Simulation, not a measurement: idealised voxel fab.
process module | voxel wiring stack
cross-section cut | 270 nm wide | cells 5 nm
A cross-section is a grid of square cells, given in bands from the top down. A band is one or more rows of cells.
Each band's line starts with the height of the band's top and of its bottom, in nm. Then come its materials from left to right, each with its width in nm. One material with "throughout" fills the band from edge to edge. "air" is empty space.
Height 0 is the level under which the wafer as received is all one material. The lowest band goes on downwards, as in "0 down".
A width such as "30 to 40" changes by the same amount from each row of cells to the next, from the band's top row to its bottom row.
"no change" after a step means that no cell of the cross-section changed.
closed voids: empty space of 8 cells or more with no open way to the top, each as width x height at its distance from the left edge, in nm
after a step's settings: what the simulator itself notes on the step
overlay nm, on a step with a mask: how far to the right of its planned place the mask lay; to the left if negative
plan
1 op RECEIVE | material Si
2 op CONFORMAL_DEP | material SiO2 | thk nm 15
3 op CONFORMAL_DEP | material SiN | thk nm 5
4 op DIRECTIONAL_DEP | material SiO2 | thk nm 20
5 op DIRECTIONAL_DEP | material aC | thk nm 10
6 op PATTERN | tone open | mask id METAL_1 | material resist | width nm 30 | pitch nm 55 | thk nm 30 | overlay nm 0
7 op DIRECTIONAL_ETCH | etch materials aC | depth nm 10
8 op STRIP | etch materials resist
9 op DIRECTIONAL_ETCH | etch materials SiO2 | depth nm 20
10 op DIRECTIONAL_ETCH | etch materials SiN | depth nm 5
11 op STRIP | etch materials aC
12 op CONFORMAL_DEP | material TiN | thk nm 5
13 op FILL_DEP | material Cu | thk nm 10
14 op CMP | height nm 40
15 op CONFORMAL_DEP | material SiCN | thk nm 5
16 op DIRECTIONAL_DEP | material lowk | thk nm 25
17 op PATTERN | tone open | mask id METAL_2 | material resist | width nm 30 | pitch nm 55 | thk nm 15 | overlay nm 0
18 op DIRECTIONAL_ETCH | etch materials lowk | depth nm 15
19 op STRIP | etch materials resist
20 op PATTERN | tone open | mask id METAL_2_HOLES | material resist | width nm 15 | pitch nm 110 | thk nm 15 | overlay nm 0
21 op DIRECTIONAL_ETCH | etch materials lowk | depth nm 10
22 op DIRECTIONAL_ETCH | etch materials SiCN | depth nm 5
23 op STRIP | etch materials resist
24 op CONFORMAL_DEP | material TiN | thk nm 5
25 op FILL_DEP | material Ru | thk nm 10
26 op CMP | height nm 70
27 op CONFORMAL_DEP | material SiN | thk nm 5
first wafer, as planned
as received, after step 1
  0 down: Si throughout
  closed voids: none
after step 2
  15 to 0: SiO2 throughout
  below 0: unchanged
after step 3
  20 to 15: SiN throughout
  below 15: unchanged
after step 4
  40 to 20: SiO2 throughout
  below 20: unchanged
after step 5
  50 to 40: aC throughout
  below 40: unchanged
after step 6
  80 to 50: resist 65 | air 30 | resist 25 | air 30 | resist 25 | air 30 | resist 65
  below 50: unchanged
after step 7
  70 to 50: resist 65 | air 30 | resist 25 | air 30 | resist 25 | air 30 | resist 65
  50 to 40: aC 65 | air 30 | aC 25 | air 30 | aC 25 | air 30 | aC 65
  below 40: unchanged
after step 8
  50 to 40: aC 65 | air 30 | aC 25 | air 30 | aC 25 | air 30 | aC 65
  below 40: unchanged
after step 9
  50 to 40: aC 65 | air 30 | aC 25 | air 30 | aC 25 | air 30 | aC 65
  40 to 20: SiO2 65 | air 30 | SiO2 25 | air 30 | SiO2 25 | air 30 | SiO2 65
  below 20: unchanged
after step 10
  50 to 40: aC 65 | air 30 | aC 25 | air 30 | aC 25 | air 30 | aC 65
  40 to 20: SiO2 65 | air 30 | SiO2 25 | air 30 | SiO2 25 | air 30 | SiO2 65
  20 to 15: SiN 65 | air 30 | SiN 25 | air 30 | SiN 25 | air 30 | SiN 65
  below 15: unchanged
after step 11
  40 to 20: SiO2 65 | air 30 | SiO2 25 | air 30 | SiO2 25 | air 30 | SiO2 65
  below 20: unchanged
after step 12
  45 to 40: TiN 70 | air 20 | TiN 35 | air 20 | TiN 35 | air 20 | TiN 70
  40 to 20: SiO2 65 | TiN 5 | air 20 | TiN 5 | SiO2 25 | TiN 5 | air 20 | TiN 5 | SiO2 25 | TiN 5 | air 20 | TiN 5 | SiO2 65
  20 to 15: SiN 65 | TiN 30 | SiN 25 | TiN 30 | SiN 25 | TiN 30 | SiN 65
  below 15: unchanged
after step 13
  55 to 45: Cu throughout
  45 to 40: TiN 70 | Cu 20 | TiN 35 | Cu 20 | TiN 35 | Cu 20 | TiN 70
  40 to 20: SiO2 65 | TiN 5 | Cu 20 | TiN 5 | SiO2 25 | TiN 5 | Cu 20 | TiN 5 | SiO2 25 | TiN 5 | Cu 20 | TiN 5 | SiO2 65
  below 20: unchanged
after step 14
  40 to 20: SiO2 65 | TiN 5 | Cu 20 | TiN 5 | SiO2 25 | TiN 5 | Cu 20 | TiN 5 | SiO2 25 | TiN 5 | Cu 20 | TiN 5 | SiO2 65
  below 20: unchanged
after step 15
  45 to 40: SiCN throughout
  below 40: unchanged
after step 16
  70 to 45: lowk throughout
  below 45: unchanged
after step 17
  85 to 70: resist 65 | air 30 | resist 25 | air 30 | resist 25 | air 30 | resist 65
  below 70: unchanged
after step 18
  85 to 70: resist 65 | air 30 | resist 25 | air 30 | resist 25 | air 30 | resist 65
  70 to 55: lowk 65 | air 30 | lowk 25 | air 30 | lowk 25 | air 30 | lowk 65
  below 55: unchanged
after step 19
  70 to 55: lowk 65 | air 30 | lowk 25 | air 30 | lowk 25 | air 30 | lowk 65
  below 55: unchanged
after step 20
  85 to 70: resist 65 | air 15 | resist 95 | air 15 | resist 80
  70 to 55: lowk 65 | air 15 | resist 15 | lowk 25 | resist 30 | lowk 25 | air 15 | resist 15 | lowk 65
  below 55: unchanged
after step 21
  85 to 70: resist 65 | air 15 | resist 95 | air 15 | resist 80
  70 to 55: lowk 65 | air 15 | resist 15 | lowk 25 | resist 30 | lowk 25 | air 15 | resist 15 | lowk 65
  55 to 45: lowk 65 | air 15 | lowk 95 | air 15 | lowk 80
  below 45: unchanged
after step 22
  85 to 70: resist 65 | air 15 | resist 95 | air 15 | resist 80
  70 to 55: lowk 65 | air 15 | resist 15 | lowk 25 | resist 30 | lowk 25 | air 15 | resist 15 | lowk 65
  55 to 45: lowk 65 | air 15 | lowk 95 | air 15 | lowk 80
  45 to 40: SiCN 65 | air 15 | SiCN 95 | air 15 | SiCN 80
  below 40: unchanged
after step 23
  70 to 55: lowk 65 | air 30 | lowk 25 | air 30 | lowk 25 | air 30 | lowk 65
  below 55: unchanged
after step 24
  75 to 70: TiN 70 | air 20 | TiN 35 | air 20 | TiN 35 | air 20 | TiN 70
  70 to 60: lowk 65 | TiN 5 | air 20 | TiN 5 | lowk 25 | TiN 5 | air 20 | TiN 5 | lowk 25 | TiN 5 | air 20 | TiN 5 | lowk 65
  60 to 55: lowk 65 | TiN 5 | air 5 | TiN 20 | lowk 25 | TiN 30 | lowk 25 | TiN 5 | air 5 | TiN 20 | lowk 65
  55 to 45: lowk 65 | TiN 5 | air 5 | TiN 5 | lowk 95 | TiN 5 | air 5 | TiN 5 | lowk 80
  45 to 40: SiCN 65 | TiN 15 | SiCN 95 | TiN 15 | SiCN 80
  below 40: unchanged
after step 25
  85 to 75: Ru throughout
  75 to 70: TiN 70 | Ru 20 | TiN 35 | Ru 20 | TiN 35 | Ru 20 | TiN 70
  70 to 60: lowk 65 | TiN 5 | Ru 20 | TiN 5 | lowk 25 | TiN 5 | Ru 20 | TiN 5 | lowk 25 | TiN 5 | Ru 20 | TiN 5 | lowk 65
  60 to 55: lowk 65 | TiN 5 | Ru 5 | TiN 20 | lowk 25 | TiN 30 | lowk 25 | TiN 5 | Ru 5 | TiN 20 | lowk 65
  55 to 45: lowk 65 | TiN 5 | Ru 5 | TiN 5 | lowk 95 | TiN 5 | Ru 5 | TiN 5 | lowk 80
  below 45: unchanged
after step 26
  70 to 60: lowk 65 | TiN 5 | Ru 20 | TiN 5 | lowk 25 | TiN 5 | Ru 20 | TiN 5 | lowk 25 | TiN 5 | Ru 20 | TiN 5 | lowk 65
  below 60: unchanged
after step 27
  75 to 70: SiN throughout
  below 70: unchanged
second wafer: like start, like plan, one mistake. Through step 5 it matches the first wafer
when step 6 should have ended
  80 to 50: resist 55 | air 30 | resist 25 | air 30 | resist 25 | air 30 | resist 75
  below 50: unchanged
when step 7 should have ended
  70 to 50: resist 55 | air 30 | resist 25 | air 30 | resist 25 | air 30 | resist 75
  50 to 40: aC 55 | air 30 | aC 25 | air 30 | aC 25 | air 30 | aC 75
  below 40: unchanged
when step 8 should have ended
  50 to 40: aC 55 | air 30 | aC 25 | air 30 | aC 25 | air 30 | aC 75
  below 40: unchanged
when step 9 should have ended
  50 to 40: aC 55 | air 30 | aC 25 | air 30 | aC 25 | air 30 | aC 75
  40 to 20: SiO2 55 | air 30 | SiO2 25 | air 30 | SiO2 25 | air 30 | SiO2 75
  below 20: unchanged
when step 10 should have ended
  50 to 40: aC 55 | air 30 | aC 25 | air 30 | aC 25 | air 30 | aC 75
  40 to 20: SiO2 55 | air 30 | SiO2 25 | air 30 | SiO2 25 | air 30 | SiO2 75
  20 to 15: SiN 55 | air 30 | SiN 25 | air 30 | SiN 25 | air 30 | SiN 75
  below 15: unchanged
when step 11 should have ended
  40 to 20: SiO2 55 | air 30 | SiO2 25 | air 30 | SiO2 25 | air 30 | SiO2 75
  below 20: unchanged
when step 12 should have ended
  45 to 40: TiN 60 | air 20 | TiN 35 | air 20 | TiN 35 | air 20 | TiN 80
  40 to 20: SiO2 55 | TiN 5 | air 20 | TiN 5 | SiO2 25 | TiN 5 | air 20 | TiN 5 | SiO2 25 | TiN 5 | air 20 | TiN 5 | SiO2 75
  20 to 15: SiN 55 | TiN 30 | SiN 25 | TiN 30 | SiN 25 | TiN 30 | SiN 75
  below 15: unchanged
when step 13 should have ended
  55 to 45: Cu throughout
  45 to 40: TiN 60 | Cu 20 | TiN 35 | Cu 20 | TiN 35 | Cu 20 | TiN 80
  40 to 20: SiO2 55 | TiN 5 | Cu 20 | TiN 5 | SiO2 25 | TiN 5 | Cu 20 | TiN 5 | SiO2 25 | TiN 5 | Cu 20 | TiN 5 | SiO2 75
  below 20: unchanged
when step 14 should have ended
  40 to 20: SiO2 55 | TiN 5 | Cu 20 | TiN 5 | SiO2 25 | TiN 5 | Cu 20 | TiN 5 | SiO2 25 | TiN 5 | Cu 20 | TiN 5 | SiO2 75
  below 20: unchanged
when step 15 should have ended
  45 to 40: SiCN throughout
  below 40: unchanged
when step 16 should have ended
  70 to 45: lowk throughout
  below 45: unchanged
when step 17 should have ended
  85 to 70: resist 65 | air 30 | resist 25 | air 30 | resist 25 | air 30 | resist 65
  below 70: unchanged
when step 18 should have ended
  85 to 70: resist 65 | air 30 | resist 25 | air 30 | resist 25 | air 30 | resist 65
  70 to 55: lowk 65 | air 30 | lowk 25 | air 30 | lowk 25 | air 30 | lowk 65
  below 55: unchanged
when step 19 should have ended
  70 to 55: lowk 65 | air 30 | lowk 25 | air 30 | lowk 25 | air 30 | lowk 65
  below 55: unchanged
when step 20 should have ended
  85 to 70: resist 65 | air 15 | resist 95 | air 15 | resist 80
  70 to 55: lowk 65 | air 15 | resist 15 | lowk 25 | resist 30 | lowk 25 | air 15 | resist 15 | lowk 65
  below 55: unchanged
when step 21 should have ended
  85 to 70: resist 65 | air 15 | resist 95 | air 15 | resist 80
  70 to 55: lowk 65 | air 15 | resist 15 | lowk 25 | resist 30 | lowk 25 | air 15 | resist 15 | lowk 65
  55 to 45: lowk 65 | air 15 | lowk 95 | air 15 | lowk 80
  below 45: unchanged
when step 22 should have ended
  85 to 70: resist 65 | air 15 | resist 95 | air 15 | resist 80
  70 to 55: lowk 65 | air 15 | resist 15 | lowk 25 | resist 30 | lowk 25 | air 15 | resist 15 | lowk 65
  55 to 45: lowk 65 | air 15 | lowk 95 | air 15 | lowk 80
  45 to 40: SiCN 65 | air 15 | SiCN 95 | air 15 | SiCN 80
  below 40: unchanged
when step 23 should have ended
  70 to 55: lowk 65 | air 30 | lowk 25 | air 30 | lowk 25 | air 30 | lowk 65
  below 55: unchanged
when step 24 should have ended
  75 to 70: TiN 70 | air 20 | TiN 35 | air 20 | TiN 35 | air 20 | TiN 70
  70 to 60: lowk 65 | TiN 5 | air 20 | TiN 5 | lowk 25 | TiN 5 | air 20 | TiN 5 | lowk 25 | TiN 5 | air 20 | TiN 5 | lowk 65
  60 to 55: lowk 65 | TiN 5 | air 5 | TiN 20 | lowk 25 | TiN 30 | lowk 25 | TiN 5 | air 5 | TiN 20 | lowk 65
  55 to 45: lowk 65 | TiN 5 | air 5 | TiN 5 | lowk 95 | TiN 5 | air 5 | TiN 5 | lowk 80
  45 to 40: SiCN 65 | TiN 15 | SiCN 95 | TiN 15 | SiCN 80
  below 40: unchanged
when step 25 should have ended
  85 to 75: Ru throughout
  75 to 70: TiN 70 | Ru 20 | TiN 35 | Ru 20 | TiN 35 | Ru 20 | TiN 70
  70 to 60: lowk 65 | TiN 5 | Ru 20 | TiN 5 | lowk 25 | TiN 5 | Ru 20 | TiN 5 | lowk 25 | TiN 5 | Ru 20 | TiN 5 | lowk 65
  60 to 55: lowk 65 | TiN 5 | Ru 5 | TiN 20 | lowk 25 | TiN 30 | lowk 25 | TiN 5 | Ru 5 | TiN 20 | lowk 65
  55 to 45: lowk 65 | TiN 5 | Ru 5 | TiN 5 | lowk 95 | TiN 5 | Ru 5 | TiN 5 | lowk 80
  below 45: unchanged
when step 26 should have ended
  70 to 60: lowk 65 | TiN 5 | Ru 20 | TiN 5 | lowk 25 | TiN 5 | Ru 20 | TiN 5 | lowk 25 | TiN 5 | Ru 20 | TiN 5 | lowk 65
  below 60: unchanged
when step 27 should have ended
  75 to 70: SiN throughout
  below 70: unchanged
what went wrong: step 6 ran as: op PATTERN | tone open | mask id METAL_1 | material resist | width nm 30 | pitch nm 55 | thk nm 30 | overlay nm -10
at the end the second wafer has, in cells: as many of each material as the first, in other places
